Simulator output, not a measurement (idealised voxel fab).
Presented below is a process module, voxel ribs on slabs.
FYI the section here is cut, 285 nm wide, cells are 5 nm squares.
When this document writes out a cross-section, it uses a grid of square cells and lists it as bands, beginning at the top and moving down, with a band standing for one or more rows of cells.
First you get the band's top height and its bottom height, in nm, and then the materials it's made of, left to right, with each width in nm. If you see a single material with "everywhere", that one covers the band edge to edge. "blank" is empty space.
Heights are reckoned from 0. Under this level, the received wafer is all of one material. The bottommost band is open-ended downward, for example "0 down".
The expression "30..40" gives the width at the extremes of the band, the first number at its top row of cells and the second at its bottom row, with the width changing by equal amounts from each row to the next in between.
Where the words "same as before" appear for a step, the cross-section shows no cell changed by that step; every cell remained as before.
"Closed empty spaces" means: voids of 8 cells or more that are shut off from the top with no open way through. Written width x height at distance, distance from the left edge, in nm.
The remark found on a step's line after its settings is issued by the simulator itself and pertains to that step.
For masked steps, "overlay nm" on the step line gives how far right of plan the mask actually lay; a minus sign means it lay to the left.
## Process steps (planned)
| 1 | RECEIVE, material Si |
| 2 | DIRECTIONAL_DEP, material SiO2, thk nm 30 |
| 3 | DIRECTIONAL_DEP, material SiN, thk nm 20 |
| 4 | MASKED_ETCH, tone cover, mask id RIB, width nm 25, etch materials SiN, depth nm 15, overlay nm -15 |
| 5 | PATTERN, tone cover, mask id SLAB, material resist, width nm 65, thk nm 15, overlay nm 0 |
| 6 | DIRECTIONAL_ETCH, etch materials SiN, depth nm 5 |
| 7 | STRIP, etch materials resist |
| 8 | FILL_DEP, material SiO2, thk nm 25 |
| 9 | CMP, height nm 70 |
| 10 | DIRECTIONAL_DEP, material TiN, thk nm 10 |
| 11 | DIRECTIONAL_DEP, material aC, thk nm 15 |
| 12 | PATTERN, tone cover, mask id HEATER, material resist, width nm 35, thk nm 35, overlay nm 0 |
| 13 | DIRECTIONAL_ETCH, etch materials aC, depth nm 15 |
| 14 | STRIP, etch materials resist |
| 15 | DIRECTIONAL_ETCH, etch materials TiN, depth nm 10 |
| 16 | STRIP, etch materials aC |
| 17 | CONFORMAL_DEP, material SiO2, thk nm 5 |
Wafer-to-wafer difference: overlay nm, step 4. Common start. Plan = first wafer's value.
## Step 1 complete: as-received cross-section of the first of several wafers
	0 down: Si everywhere
	Closed empty spaces: none
## Shown in cross-section: the first of several wafers at the end of the module, after its last step, step 17
	85 to 80: 120 blank | 45 SiO2 | 120 blank
	80 to 75: 120 blank | 5 SiO2 | 35 TiN | 5 SiO2 | 120 blank
	75 to 70: 125 SiO2 | 35 TiN | 125 SiO2
	70 to 50: SiO2 everywhere
	50 to 35: 115 SiO2 | 25 SiN | 145 SiO2
	35 to 30: 110 SiO2 | 65 SiN | 110 SiO2
	30 to 0: SiO2 everywhere
	0 down: Si everywhere
	Closed empty spaces: none
## End of module, last wafer sectioned
	85 to 80: 120 blank | 45 SiO2 | 120 blank
	80 to 75: 120 blank | 5 SiO2 | 35 TiN | 5 SiO2 | 120 blank
	75 to 70: 125 SiO2 | 35 TiN | 125 SiO2
	70 to 50: SiO2 everywhere
	50 to 35: 145 SiO2 | 25 SiN | 115 SiO2
	35 to 30: 110 SiO2 | 65 SiN | 110 SiO2
	30 to 0: SiO2 everywhere
	0 down: Si everywhere
	Closed empty spaces: none
## wafer rows; end of module; cells per material since receipt: (+) gained, (-) lost; then closed voids
overlay nm -15, +28 SiN, +831 SiO2, +14 TiN, Closed empty spaces: none
overlay nm -10, +28 SiN, +831 SiO2, +14 TiN, Closed empty spaces: none
overlay nm -5, +28 SiN, +831 SiO2, +14 TiN, Closed empty spaces: none
overlay nm 0, +28 SiN, +831 SiO2, +14 TiN, Closed empty spaces: none
overlay nm 5, +28 SiN, +831 SiO2, +14 TiN, Closed empty spaces: none
overlay nm 10, +28 SiN, +831 SiO2, +14 TiN, Closed empty spaces: none
overlay nm 15, +28 SiN, +831 SiO2, +14 TiN, Closed empty spaces: none
